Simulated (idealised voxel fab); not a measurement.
Process module under the name voxel trench capacitor
Pictured: cross-section cut, 240 nm wide, on a grid of 5 nm square cells.
Bands, listed from the top down, are how a cross-section gets written in this document; the cross-section itself is a grid of square cells, and a band is one or more rows of them. Quick guide to a band line: top height, bottom height (nm) up front; then every material left to right with its width in nm. Only one material and it's marked "throughout"? Then it fills the band edge to edge. And "blank" just means empty space. Note: height 0 marks the level under which the wafer is uniformly one material as received. Lowest band unbounded below, written "0 and below". A two-number width, for instance "30 to 40", indicates that the width is equal to the first number in the top row of the band and to the second number in the bottom row, and that it changes by a constant amount per row of cells. Where the words "remained unchanged" appear for a step, the cross-section shows no cell changed by that step; every cell remained as before. Entry "Enclosed void inventory". Content: empty spaces with no open connection to the top, size 8 cells or greater. Each: width x height at distance. Distance: from left edge. Unit: nm. after a step's settings: what the simulator itself notes on the step. "overlay nm" answers the question of how far to the right of plan the mask lay on a step that has a mask, and when it is negative the answer is to the left.
Process steps (planned)
1. RECEIVE (material Si)
2. CONFORMAL_DEP (material SiN; thk nm 5)
3. PATTERN (tone open; mask id TRENCH; material resist; width nm 25; pitch nm 40; thk nm 15; overlay nm 0)
4. DIRECTIONAL_ETCH (etch materials SiN; depth nm 5)
5. DIRECTIONAL_ETCH (etch materials Si; depth nm 40)
6. STRIP (etch materials resist)
7. CONFORMAL_DEP (material Al2O3; thk nm 5)
8. CONFORMAL_DEP (material TiN; thk nm 5)
9. FILL_DEP (material W; thk nm 5)
10. CMP (height nm 5)
The first of two wafers, run as planned
Cross-section, incoming material, after step 1
    0 and below = Si throughout
    Enclosed void inventory: none
Cross-section through the wafer, step 2 finished
    5 down to 0 = SiN throughout
    Under 0: no change, same as before.
Cross-section through the wafer, step 3 finished
    20 down to 5 = 45 nm resist, then 25 nm blank, then 15 nm resist, then 25 nm blank, then 15 nm resist, then 25 nm blank, then 15 nm resist, then 25 nm blank, then 50 nm resist
    Under 5: no change, same as before.
Cross-section through the wafer, step 4 finished
    20 down to 5 = 45 nm resist, then 25 nm blank, then 15 nm resist, then 25 nm blank, then 15 nm resist, then 25 nm blank, then 15 nm resist, then 25 nm blank, then 50 nm resist
    5 down to 0 = 45 nm SiN, then 25 nm blank, then 15 nm SiN, then 25 nm blank, then 15 nm SiN, then 25 nm blank, then 15 nm SiN, then 25 nm blank, then 50 nm SiN
    Under 0: no change, same as before.
Cross-section through the wafer, step 5 finished
    20 down to 5 = 45 nm resist, then 25 nm blank, then 15 nm resist, then 25 nm blank, then 15 nm resist, then 25 nm blank, then 15 nm resist, then 25 nm blank, then 50 nm resist
    5 down to 0 = 45 nm SiN, then 25 nm blank, then 15 nm SiN, then 25 nm blank, then 15 nm SiN, then 25 nm blank, then 15 nm SiN, then 25 nm blank, then 50 nm SiN
    0 down to -40 = 45 nm Si, then 25 nm blank, then 15 nm Si, then 25 nm blank, then 15 nm Si, then 25 nm blank, then 15 nm Si, then 25 nm blank, then 50 nm Si
    Under -40: no change, same as before.
Cross-section through the wafer, step 6 finished
    5 down to 0 = 45 nm SiN, then 25 nm blank, then 15 nm SiN, then 25 nm blank, then 15 nm SiN, then 25 nm blank, then 15 nm SiN, then 25 nm blank, then 50 nm SiN
    Under 0: no change, same as before.
Cross-section through the wafer, step 7 finished
    10 down to 5 = 50 nm Al2O3, then 15 nm blank, then 25 nm Al2O3, then 15 nm blank, then 25 nm Al2O3, then 15 nm blank, then 25 nm Al2O3, then 15 nm blank, then 55 nm Al2O3
    5 down to 0 = 45 nm SiN, then 5 nm Al2O3, then 15 nm blank, then 5 nm Al2O3, then 15 nm SiN, then 5 nm Al2O3, then 15 nm blank, then 5 nm Al2O3, then 15 nm SiN, then 5 nm Al2O3, then 15 nm blank, then 5 nm Al2O3, then 15 nm SiN, then 5 nm Al2O3, then 15 nm blank, then 5 nm Al2O3, then 50 nm SiN
    0 down to -35 = 45 nm Si, then 5 nm Al2O3, then 15 nm blank, then 5 nm Al2O3, then 15 nm Si, then 5 nm Al2O3, then 15 nm blank, then 5 nm Al2O3, then 15 nm Si, then 5 nm Al2O3, then 15 nm blank, then 5 nm Al2O3, then 15 nm Si, then 5 nm Al2O3, then 15 nm blank, then 5 nm Al2O3, then 50 nm Si
    -35 down to -40 = 45 nm Si, then 25 nm Al2O3, then 15 nm Si, then 25 nm Al2O3, then 15 nm Si, then 25 nm Al2O3, then 15 nm Si, then 25 nm Al2O3, then 50 nm Si
    Under -40: no change, same as before.
Cross-section through the wafer, step 8 finished
    15 down to 10 = 55 nm TiN, then 5 nm blank, then 35 nm TiN, then 5 nm blank, then 35 nm TiN, then 5 nm blank, then 35 nm TiN, then 5 nm blank, then 60 nm TiN
    10 down to 5 = 50 nm Al2O3, then 5 nm TiN, then 5 nm blank, then 5 nm TiN, then 25 nm Al2O3, then 5 nm TiN, then 5 nm blank, then 5 nm TiN, then 25 nm Al2O3, then 5 nm TiN, then 5 nm blank, then 5 nm TiN, then 25 nm Al2O3, then 5 nm TiN, then 5 nm blank, then 5 nm TiN, then 55 nm Al2O3
    5 down to 0 = 45 nm SiN, then 5 nm Al2O3, then 5 nm TiN, then 5 nm blank, then 5 nm TiN, then 5 nm Al2O3, then 15 nm SiN, then 5 nm Al2O3, then 5 nm TiN, then 5 nm blank, then 5 nm TiN, then 5 nm Al2O3, then 15 nm SiN, then 5 nm Al2O3, then 5 nm TiN, then 5 nm blank, then 5 nm TiN, then 5 nm Al2O3, then 15 nm SiN, then 5 nm Al2O3, then 5 nm TiN, then 5 nm blank, then 5 nm TiN, then 5 nm Al2O3, then 50 nm SiN
    0 down to -30 = 45 nm Si, then 5 nm Al2O3, then 5 nm TiN, then 5 nm blank, then 5 nm TiN, then 5 nm Al2O3, then 15 nm Si, then 5 nm Al2O3, then 5 nm TiN, then 5 nm blank, then 5 nm TiN, then 5 nm Al2O3, then 15 nm Si, then 5 nm Al2O3, then 5 nm TiN, then 5 nm blank, then 5 nm TiN, then 5 nm Al2O3, then 15 nm Si, then 5 nm Al2O3, then 5 nm TiN, then 5 nm blank, then 5 nm TiN, then 5 nm Al2O3, then 50 nm Si
    -30 down to -35 = 45 nm Si, then 5 nm Al2O3, then 15 nm TiN, then 5 nm Al2O3, then 15 nm Si, then 5 nm Al2O3, then 15 nm TiN, then 5 nm Al2O3, then 15 nm Si, then 5 nm Al2O3, then 15 nm TiN, then 5 nm Al2O3, then 15 nm Si, then 5 nm Al2O3, then 15 nm TiN, then 5 nm Al2O3, then 50 nm Si
    Under -35: no change, same as before.
Cross-section through the wafer, step 9 finished
    20 down to 15 = W throughout
    15 down to 10 = 55 nm TiN, then 5 nm W, then 35 nm TiN, then 5 nm W, then 35 nm TiN, then 5 nm W, then 35 nm TiN, then 5 nm W, then 60 nm TiN
    10 down to 5 = 50 nm Al2O3, then 5 nm TiN, then 5 nm W, then 5 nm TiN, then 25 nm Al2O3, then 5 nm TiN, then 5 nm W, then 5 nm TiN, then 25 nm Al2O3, then 5 nm TiN, then 5 nm W, then 5 nm TiN, then 25 nm Al2O3, then 5 nm TiN, then 5 nm W, then 5 nm TiN, then 55 nm Al2O3
    5 down to 0 = 45 nm SiN, then 5 nm Al2O3, then 5 nm TiN, then 5 nm W, then 5 nm TiN, then 5 nm Al2O3, then 15 nm SiN, then 5 nm Al2O3, then 5 nm TiN, then 5 nm W, then 5 nm TiN, then 5 nm Al2O3, then 15 nm SiN, then 5 nm Al2O3, then 5 nm TiN, then 5 nm W, then 5 nm TiN, then 5 nm Al2O3, then 15 nm SiN, then 5 nm Al2O3, then 5 nm TiN, then 5 nm W, then 5 nm TiN, then 5 nm Al2O3, then 50 nm SiN
    0 down to -30 = 45 nm Si, then 5 nm Al2O3, then 5 nm TiN, then 5 nm W, then 5 nm TiN, then 5 nm Al2O3, then 15 nm Si, then 5 nm Al2O3, then 5 nm TiN, then 5 nm W, then 5 nm TiN, then 5 nm Al2O3, then 15 nm Si, then 5 nm Al2O3, then 5 nm TiN, then 5 nm W, then 5 nm TiN, then 5 nm Al2O3, then 15 nm Si, then 5 nm Al2O3, then 5 nm TiN, then 5 nm W, then 5 nm TiN, then 5 nm Al2O3, then 50 nm Si
    Under -30: no change, same as before.
Cross-section through the wafer, step 10 finished
    5 down to 0 = 45 nm SiN, then 5 nm Al2O3, then 5 nm TiN, then 5 nm W, then 5 nm TiN, then 5 nm Al2O3, then 15 nm SiN, then 5 nm Al2O3, then 5 nm TiN, then 5 nm W, then 5 nm TiN, then 5 nm Al2O3, then 15 nm SiN, then 5 nm Al2O3, then 5 nm TiN, then 5 nm W, then 5 nm TiN, then 5 nm Al2O3, then 15 nm SiN, then 5 nm Al2O3, then 5 nm TiN, then 5 nm W, then 5 nm TiN, then 5 nm Al2O3, then 50 nm SiN
    Under 0: no change, same as before.
The second wafer began exactly as the first did and followed the same plan, but one mistake was made while running it; through step 2 inclusive, the two wafers are identical
What the second wafer looks like in cross-section when step 3 should have wrapped up
    20 down to 5 = 40 nm resist, then 25 nm blank, then 15 nm resist, then 25 nm blank, then 15 nm resist, then 25 nm blank, then 15 nm resist, then 25 nm blank, then 55 nm resist
    Under 5: no change, same as before.
What the second wafer looks like in cross-section when step 4 should have wrapped up
    20 down to 5 = 40 nm resist, then 25 nm blank, then 15 nm resist, then 25 nm blank, then 15 nm resist, then 25 nm blank, then 15 nm resist, then 25 nm blank, then 55 nm resist
    5 down to 0 = 40 nm SiN, then 25 nm blank, then 15 nm SiN, then 25 nm blank, then 15 nm SiN, then 25 nm blank, then 15 nm SiN, then 25 nm blank, then 55 nm SiN
    Under 0: no change, same as before.
What the second wafer looks like in cross-section when step 5 should have wrapped up
    20 down to 5 = 40 nm resist, then 25 nm blank, then 15 nm resist, then 25 nm blank, then 15 nm resist, then 25 nm blank, then 15 nm resist, then 25 nm blank, then 55 nm resist
    5 down to 0 = 40 nm SiN, then 25 nm blank, then 15 nm SiN, then 25 nm blank, then 15 nm SiN, then 25 nm blank, then 15 nm SiN, then 25 nm blank, then 55 nm SiN
    0 down to -40 = 40 nm Si, then 25 nm blank, then 15 nm Si, then 25 nm blank, then 15 nm Si, then 25 nm blank, then 15 nm Si, then 25 nm blank, then 55 nm Si
    Under -40: no change, same as before.
What the second wafer looks like in cross-section when step 6 should have wrapped up
    5 down to 0 = 40 nm SiN, then 25 nm blank, then 15 nm SiN, then 25 nm blank, then 15 nm SiN, then 25 nm blank, then 15 nm SiN, then 25 nm blank, then 55 nm SiN
    Under 0: no change, same as before.
What the second wafer looks like in cross-section when step 7 should have wrapped up
    10 down to 5 = 45 nm Al2O3, then 15 nm blank, then 25 nm Al2O3, then 15 nm blank, then 25 nm Al2O3, then 15 nm blank, then 25 nm Al2O3, then 15 nm blank, then 60 nm Al2O3
    5 down to 0 = 40 nm SiN, then 5 nm Al2O3, then 15 nm blank, then 5 nm Al2O3, then 15 nm SiN, then 5 nm Al2O3, then 15 nm blank, then 5 nm Al2O3, then 15 nm SiN, then 5 nm Al2O3, then 15 nm blank, then 5 nm Al2O3, then 15 nm SiN, then 5 nm Al2O3, then 15 nm blank, then 5 nm Al2O3, then 55 nm SiN
    0 down to -35 = 40 nm Si, then 5 nm Al2O3, then 15 nm blank, then 5 nm Al2O3, then 15 nm Si, then 5 nm Al2O3, then 15 nm blank, then 5 nm Al2O3, then 15 nm Si, then 5 nm Al2O3, then 15 nm blank, then 5 nm Al2O3, then 15 nm Si, then 5 nm Al2O3, then 15 nm blank, then 5 nm Al2O3, then 55 nm Si
    -35 down to -40 = 40 nm Si, then 25 nm Al2O3, then 15 nm Si, then 25 nm Al2O3, then 15 nm Si, then 25 nm Al2O3, then 15 nm Si, then 25 nm Al2O3, then 55 nm Si
    Under -40: no change, same as before.
What the second wafer looks like in cross-section when step 8 should have wrapped up
    15 down to 10 = 50 nm TiN, then 5 nm blank, then 35 nm TiN, then 5 nm blank, then 35 nm TiN, then 5 nm blank, then 35 nm TiN, then 5 nm blank, then 65 nm TiN
    10 down to 5 = 45 nm Al2O3, then 5 nm TiN, then 5 nm blank, then 5 nm TiN, then 25 nm Al2O3, then 5 nm TiN, then 5 nm blank, then 5 nm TiN, then 25 nm Al2O3, then 5 nm TiN, then 5 nm blank, then 5 nm TiN, then 25 nm Al2O3, then 5 nm TiN, then 5 nm blank, then 5 nm TiN, then 60 nm Al2O3
    5 down to 0 = 40 nm SiN, then 5 nm Al2O3, then 5 nm TiN, then 5 nm blank, then 5 nm TiN, then 5 nm Al2O3, then 15 nm SiN, then 5 nm Al2O3, then 5 nm TiN, then 5 nm blank, then 5 nm TiN, then 5 nm Al2O3, then 15 nm SiN, then 5 nm Al2O3, then 5 nm TiN, then 5 nm blank, then 5 nm TiN, then 5 nm Al2O3, then 15 nm SiN, then 5 nm Al2O3, then 5 nm TiN, then 5 nm blank, then 5 nm TiN, then 5 nm Al2O3, then 55 nm SiN
    0 down to -30 = 40 nm Si, then 5 nm Al2O3, then 5 nm TiN, then 5 nm blank, then 5 nm TiN, then 5 nm Al2O3, then 15 nm Si, then 5 nm Al2O3, then 5 nm TiN, then 5 nm blank, then 5 nm TiN, then 5 nm Al2O3, then 15 nm Si, then 5 nm Al2O3, then 5 nm TiN, then 5 nm blank, then 5 nm TiN, then 5 nm Al2O3, then 15 nm Si, then 5 nm Al2O3, then 5 nm TiN, then 5 nm blank, then 5 nm TiN, then 5 nm Al2O3, then 55 nm Si
    -30 down to -35 = 40 nm Si, then 5 nm Al2O3, then 15 nm TiN, then 5 nm Al2O3, then 15 nm Si, then 5 nm Al2O3, then 15 nm TiN, then 5 nm Al2O3, then 15 nm Si, then 5 nm Al2O3, then 15 nm TiN, then 5 nm Al2O3, then 15 nm Si, then 5 nm Al2O3, then 15 nm TiN, then 5 nm Al2O3, then 55 nm Si
    Under -35: no change, same as before.
What the second wafer looks like in cross-section when step 9 should have wrapped up
    20 down to 15 = W throughout
    15 down to 10 = 50 nm TiN, then 5 nm W, then 35 nm TiN, then 5 nm W, then 35 nm TiN, then 5 nm W, then 35 nm TiN, then 5 nm W, then 65 nm TiN
    10 down to 5 = 45 nm Al2O3, then 5 nm TiN, then 5 nm W, then 5 nm TiN, then 25 nm Al2O3, then 5 nm TiN, then 5 nm W, then 5 nm TiN, then 25 nm Al2O3, then 5 nm TiN, then 5 nm W, then 5 nm TiN, then 25 nm Al2O3, then 5 nm TiN, then 5 nm W, then 5 nm TiN, then 60 nm Al2O3
    5 down to 0 = 40 nm SiN, then 5 nm Al2O3, then 5 nm TiN, then 5 nm W, then 5 nm TiN, then 5 nm Al2O3, then 15 nm SiN, then 5 nm Al2O3, then 5 nm TiN, then 5 nm W, then 5 nm TiN, then 5 nm Al2O3, then 15 nm SiN, then 5 nm Al2O3, then 5 nm TiN, then 5 nm W, then 5 nm TiN, then 5 nm Al2O3, then 15 nm SiN, then 5 nm Al2O3, then 5 nm TiN, then 5 nm W, then 5 nm TiN, then 5 nm Al2O3, then 55 nm SiN
    0 down to -30 = 40 nm Si, then 5 nm Al2O3, then 5 nm TiN, then 5 nm W, then 5 nm TiN, then 5 nm Al2O3, then 15 nm Si, then 5 nm Al2O3, then 5 nm TiN, then 5 nm W, then 5 nm TiN, then 5 nm Al2O3, then 15 nm Si, then 5 nm Al2O3, then 5 nm TiN, then 5 nm W, then 5 nm TiN, then 5 nm Al2O3, then 15 nm Si, then 5 nm Al2O3, then 5 nm TiN, then 5 nm W, then 5 nm TiN, then 5 nm Al2O3, then 55 nm Si
    Under -30: no change, same as before.
What the second wafer looks like in cross-section when step 10 should have wrapped up
    5 down to 0 = 40 nm SiN, then 5 nm Al2O3, then 5 nm TiN, then 5 nm W, then 5 nm TiN, then 5 nm Al2O3, then 15 nm SiN, then 5 nm Al2O3, then 5 nm TiN, then 5 nm W, then 5 nm TiN, then 5 nm Al2O3, then 15 nm SiN, then 5 nm Al2O3, then 5 nm TiN, then 5 nm W, then 5 nm TiN, then 5 nm Al2O3, then 15 nm SiN, then 5 nm Al2O3, then 5 nm TiN, then 5 nm W, then 5 nm TiN, then 5 nm Al2O3, then 55 nm SiN
    Under 0: no change, same as before.
In executing the process, a mistake was made relative to the plan: contrary to plan, step 3 was performed as PATTERN (tone open; mask id TRENCH; material resist; width nm 25; pitch nm 40; thk nm 15; overlay nm -5)
If you tally the cells, the second wafer ends up with the same amount of every material as the first; it's all just sitting in different places.
